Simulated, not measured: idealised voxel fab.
Proc. module: voxel self aligned contacts
Cross-section cut spans 240 nm and uses square cells 5 nm in size.
If you're reading a cross-section in this doc, picture square cells in a grid; it comes to you as bands, top ones listed first down to the bottom, and a band can be one or more rows of cells.
Top height, bottom height, nm. Materials left to right, width each, nm. Single material + "full width" = fills band edge to edge. "blank" = empty.
Where do heights start? At 0: under that level the wafer as delivered is made of one material only. And the lowest band has no floor; it just carries on downward, as in "0..down".
Note: "30..40" means the width goes from the first number (top row of the band) to the second number (bottom row) in equal steps per row of cells.
Any step labelled "remained the same" changed none of the cells in the cross-section.
The entry titled "Enclosed cavities" provides the empty spaces that have no open way to the top, restricted to those of 8 cells or more. Each is presented as width x height at distance, the distance being measured from the left edge, with all three in nm.
Heads up: the bit after the settings on a step's line is the simulator's remark on that step.
overlay nm: where the mask lay relative to plan, measured to the right, on steps with a mask; negatives go left.

INTENDED PROCESS STEPS
1) RECEIVE, material Si
2) CONFORMAL_DEP, material SiO2, thk nm 5
3) DIRECTIONAL_DEP, material polySi, thk nm 25
4) DIRECTIONAL_DEP, material SiN, thk nm 20
5) DIRECTIONAL_DEP, material aC, thk nm 10
6) PATTERN, tone cover, mask id GATE, material resist, width nm 35, pitch nm 75, thk nm 25, overlay nm 0
7) DIRECTIONAL_ETCH, etch materials aC, depth nm 10
8) STRIP, etch materials resist
9) DIRECTIONAL_ETCH, etch materials SiN, depth nm 20
10) DIRECTIONAL_ETCH, etch materials polySi, depth nm 25
11) STRIP, etch materials aC
12) CONFORMAL_DEP, material SiN, thk nm 10
13) DIRECTIONAL_ETCH, etch materials SiN, depth nm 10
14) FILL_DEP, material SiO2, thk nm 10
15) CMP, height nm 55
16) MASKED_ETCH, tone open, mask id CONTACT, width nm 60, etch materials SiO2, depth nm 55, overlay nm 0
17) CONFORMAL_DEP, material TiN, thk nm 5
18) FILL_DEP, material W, thk nm 5
19) CMP, height nm 55
20) CONFORMAL_DEP, material SiCN, thk nm 5

AS-RECEIVED STATE OF THE WAFER IN CROSS-SECTION, EQUIVALENT TO POST-STEP 1
	0..down | Si full width
	Enclosed cavities: none

STARTING WAFER: ABOVE. PLAN: ABOVE. RUN: ONE MISTAKE. CROSS-SECTION AFTER THE MODULE: BELOW
	60..55 | SiCN full width
	55..50 | 55 SiO2; 55 SiN; 20 TiN; 55 SiN; 55 SiO2
	50..30 | SiN full width
	30..5 | polySi full width
	5..0 | SiO2 full width
	0..down | Si full width
	Enclosed cavities: none
So what did we get wrong on this run? regarding the plan, step 4 was run twice
